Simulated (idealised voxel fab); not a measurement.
process module | voxel air gaps
cross-section cut | 285 nm wide | cells 5 nm
A cross-section is a grid of square cells, given in bands from the top down. A band is one or more rows of cells.
Each band's line starts with the height of the band's top and of its bottom, in nm. Then come its materials from left to right, each with its width in nm. One material with "throughout" fills the band from edge to edge. "air" is empty space.
Height 0 is the level under which the wafer as received is all one material. The lowest band goes on downwards, as in "0 down".
A width such as "30 to 40" changes by the same amount from each row of cells to the next, from the band's top row to its bottom row.
"no change" after a step means that no cell of the cross-section changed.
closed voids: empty space of 8 cells or more with no open way to the top, each as width x height at its distance from the left edge, in nm
after a step's settings: what the simulator itself notes on the step
overlay nm, on a step with a mask: how far to the right of its planned place the mask lay; to the left if negative
plan
1 op RECEIVE | material Si
2 op CONFORMAL_DEP | material SiO2 | thk nm 10
3 op CONFORMAL_DEP | material SiN | thk nm 5
4 op DIRECTIONAL_DEP | material SiO2 | thk nm 30
5 op DIRECTIONAL_DEP | material aC | thk nm 15
6 op PATTERN | tone open | mask id LINES | material resist | width nm 25 | pitch nm 50 | thk nm 30 | overlay nm 0
7 op DIRECTIONAL_ETCH | etch materials aC | depth nm 15
8 op STRIP | etch materials resist
9 op DIRECTIONAL_ETCH | etch materials SiO2 | depth nm 30
10 op STRIP | etch materials aC
11 op CONFORMAL_DEP | material TiN | thk nm 5
12 op FILL_DEP | material Cu | thk nm 5
13 op CMP | height nm 45
14 op EPI | material Ru | thk nm 10
15 op SELECTIVE_ETCH | etch materials SiO2 | depth nm 40
16 op CONFORMAL_DEP | material SiN | thk nm 5
first wafer, as planned
as received, after step 1
  0 down: Si throughout
  closed voids: none
after step 2
  10 to 0: SiO2 throughout
  below 0: unchanged
after step 3
  15 to 10: SiN throughout
  below 10: unchanged
after step 4
  45 to 15: SiO2 throughout
  below 15: unchanged
after step 5
  60 to 45: aC throughout
  below 45: unchanged
after step 6
  90 to 60: resist 55 | air 25 | resist 25 | air 25 | resist 25 | air 25 | resist 25 | air 25 | resist 55
  below 60: unchanged
after step 7
  75 to 60: resist 55 | air 25 | resist 25 | air 25 | resist 25 | air 25 | resist 25 | air 25 | resist 55
  60 to 45: aC 55 | air 25 | aC 25 | air 25 | aC 25 | air 25 | aC 25 | air 25 | aC 55
  below 45: unchanged
after step 8
  60 to 45: aC 55 | air 25 | aC 25 | air 25 | aC 25 | air 25 | aC 25 | air 25 | aC 55
  below 45: unchanged
after step 9
  60 to 45: aC 55 | air 25 | aC 25 | air 25 | aC 25 | air 25 | aC 25 | air 25 | aC 55
  45 to 15: SiO2 55 | air 25 | SiO2 25 | air 25 | SiO2 25 | air 25 | SiO2 25 | air 25 | SiO2 55
  below 15: unchanged
after step 10
  45 to 15: SiO2 55 | air 25 | SiO2 25 | air 25 | SiO2 25 | air 25 | SiO2 25 | air 25 | SiO2 55
  below 15: unchanged
after step 11
  50 to 45: TiN 60 | air 15 | TiN 35 | air 15 | TiN 35 | air 15 | TiN 35 | air 15 | TiN 60
  45 to 20: SiO2 55 | TiN 5 | air 15 | TiN 5 | SiO2 25 | TiN 5 | air 15 | TiN 5 | SiO2 25 | TiN 5 | air 15 | TiN 5 | SiO2 25 | TiN 5 | air 15 | TiN 5 | SiO2 55
  20 to 15: SiO2 55 | TiN 25 | SiO2 25 | TiN 25 | SiO2 25 | TiN 25 | SiO2 25 | TiN 25 | SiO2 55
  below 15: unchanged
after step 12
  55 to 50: Cu throughout
  50 to 45: TiN 60 | Cu 15 | TiN 35 | Cu 15 | TiN 35 | Cu 15 | TiN 35 | Cu 15 | TiN 60
  45 to 20: SiO2 55 | TiN 5 | Cu 15 | TiN 5 | SiO2 25 | TiN 5 | Cu 15 | TiN 5 | SiO2 25 | TiN 5 | Cu 15 | TiN 5 | SiO2 25 | TiN 5 | Cu 15 | TiN 5 | SiO2 55
  below 20: unchanged
after step 13
  45 to 20: SiO2 55 | TiN 5 | Cu 15 | TiN 5 | SiO2 25 | TiN 5 | Cu 15 | TiN 5 | SiO2 25 | TiN 5 | Cu 15 | TiN 5 | SiO2 25 | TiN 5 | Cu 15 | TiN 5 | SiO2 55
  below 20: unchanged
after step 14
  55 to 45: air 45 | Ru 45 | air 5 | Ru 45 | air 5 | Ru 45 | air 5 | Ru 45 | air 45
  below 45: unchanged
after step 15
  55 to 45: air 45 | Ru 45 | air 5 | Ru 45 | air 5 | Ru 45 | air 5 | Ru 45 | air 45
  45 to 20: air 55 | TiN 5 | Cu 15 | TiN 5 | air 25 | TiN 5 | Cu 15 | TiN 5 | air 25 | TiN 5 | Cu 15 | TiN 5 | air 25 | TiN 5 | Cu 15 | TiN 5 | air 55
  20 to 15: air 55 | TiN 25 | air 25 | TiN 25 | air 25 | TiN 25 | air 25 | TiN 25 | air 55
  below 15: unchanged
after step 16
  60 to 55: air 40 | SiN 205 | air 40
  55 to 45: air 40 | SiN 5 | Ru 45 | SiN 5 | Ru 45 | SiN 5 | Ru 45 | SiN 5 | Ru 45 | SiN 5 | air 40
  45 to 40: air 40 | SiN 15 | TiN 5 | Cu 15 | TiN 5 | SiN 25 | TiN 5 | Cu 15 | TiN 5 | SiN 25 | TiN 5 | Cu 15 | TiN 5 | SiN 25 | TiN 5 | Cu 15 | TiN 5 | SiN 15 | air 40
  40 to 20: air 50 | SiN 5 | TiN 5 | Cu 15 | TiN 5 | SiN 5 | air 15 | SiN 5 | TiN 5 | Cu 15 | TiN 5 | SiN 5 | air 15 | SiN 5 | TiN 5 | Cu 15 | TiN 5 | SiN 5 | air 15 | SiN 5 | TiN 5 | Cu 15 | TiN 5 | SiN 5 | air 50
  20 to 15: SiN 55 | TiN 25 | SiN 25 | TiN 25 | SiN 25 | TiN 25 | SiN 25 | TiN 25 | SiN 55
  below 15: unchanged
  closed voids: 15 x 20 at 85; 15 x 20 at 135; 15 x 20 at 185
second wafer: like start, like plan, one mistake. Through step 5 it matches the first wafer
when step 6 should have ended
  90 to 60: resist 50 | air 35 | resist 15 | air 35 | resist 15 | air 35 | resist 15 | air 35 | resist 50
  below 60: unchanged
when step 7 should have ended
  75 to 60: resist 50 | air 35 | resist 15 | air 35 | resist 15 | air 35 | resist 15 | air 35 | resist 50
  60 to 45: aC 50 | air 35 | aC 15 | air 35 | aC 15 | air 35 | aC 15 | air 35 | aC 50
  below 45: unchanged
when step 8 should have ended
  60 to 45: aC 50 | air 35 | aC 15 | air 35 | aC 15 | air 35 | aC 15 | air 35 | aC 50
  below 45: unchanged
when step 9 should have ended
  60 to 45: aC 50 | air 35 | aC 15 | air 35 | aC 15 | air 35 | aC 15 | air 35 | aC 50
  45 to 15: SiO2 50 | air 35 | SiO2 15 | air 35 | SiO2 15 | air 35 | SiO2 15 | air 35 | SiO2 50
  below 15: unchanged
when step 10 should have ended
  45 to 15: SiO2 50 | air 35 | SiO2 15 | air 35 | SiO2 15 | air 35 | SiO2 15 | air 35 | SiO2 50
  below 15: unchanged
when step 11 should have ended
  50 to 45: TiN 55 | air 25 | TiN 25 | air 25 | TiN 25 | air 25 | TiN 25 | air 25 | TiN 55
  45 to 20: SiO2 50 | TiN 5 | air 25 | TiN 5 | SiO2 15 | TiN 5 | air 25 | TiN 5 | SiO2 15 | TiN 5 | air 25 | TiN 5 | SiO2 15 | TiN 5 | air 25 | TiN 5 | SiO2 50
  20 to 15: SiO2 50 | TiN 35 | SiO2 15 | TiN 35 | SiO2 15 | TiN 35 | SiO2 15 | TiN 35 | SiO2 50
  below 15: unchanged
when step 12 should have ended
  55 to 50: Cu throughout
  50 to 45: TiN 55 | Cu 25 | TiN 25 | Cu 25 | TiN 25 | Cu 25 | TiN 25 | Cu 25 | TiN 55
  45 to 20: SiO2 50 | TiN 5 | Cu 25 | TiN 5 | SiO2 15 | TiN 5 | Cu 25 | TiN 5 | SiO2 15 | TiN 5 | Cu 25 | TiN 5 | SiO2 15 | TiN 5 | Cu 25 | TiN 5 | SiO2 50
  below 20: unchanged
when step 13 should have ended
  45 to 20: SiO2 50 | TiN 5 | Cu 25 | TiN 5 | SiO2 15 | TiN 5 | Cu 25 | TiN 5 | SiO2 15 | TiN 5 | Cu 25 | TiN 5 | SiO2 15 | TiN 5 | Cu 25 | TiN 5 | SiO2 50
  below 20: unchanged
when step 14 should have ended
  55 to 45: air 40 | Ru 205 | air 40
  below 45: unchanged
when step 15 should have ended
  55 to 45: air 40 | Ru 205 | air 40
  45 to 20: air 50 | TiN 5 | Cu 25 | TiN 5 | SiO2 15 | TiN 5 | Cu 25 | TiN 5 | SiO2 15 | TiN 5 | Cu 25 | TiN 5 | SiO2 15 | TiN 5 | Cu 25 | TiN 5 | air 50
  20 to 15: air 50 | TiN 35 | SiO2 15 | TiN 35 | SiO2 15 | TiN 35 | SiO2 15 | TiN 35 | air 50
  below 15: unchanged
when step 16 should have ended
  60 to 55: air 35 | SiN 215 | air 35
  55 to 45: air 35 | SiN 5 | Ru 205 | SiN 5 | air 35
  45 to 40: air 35 | SiN 15 | TiN 5 | Cu 25 | TiN 5 | SiO2 15 | TiN 5 | Cu 25 | TiN 5 | SiO2 15 | TiN 5 | Cu 25 | TiN 5 | SiO2 15 | TiN 5 | Cu 25 | TiN 5 | SiN 15 | air 35
  40 to 20: air 45 | SiN 5 | TiN 5 | Cu 25 | TiN 5 | SiO2 15 | TiN 5 | Cu 25 | TiN 5 | SiO2 15 | TiN 5 | Cu 25 | TiN 5 | SiO2 15 | TiN 5 | Cu 25 | TiN 5 | SiN 5 | air 45
  20 to 15: SiN 50 | TiN 35 | SiO2 15 | TiN 35 | SiO2 15 | TiN 35 | SiO2 15 | TiN 35 | SiN 50
  below 15: unchanged
what went wrong: step 6 ran as: op PATTERN | tone open | mask id LINES | material resist | width nm 35 | pitch nm 50 | thk nm 30 | overlay nm 0
at the end the second wafer has, in cells: 40 more of Cu | 10 more of Ru | 60 fewer of SiN | 54 more of SiO2 | 8 more of TiN
closed voids at the end (first wafer, second wafer): 3, 0
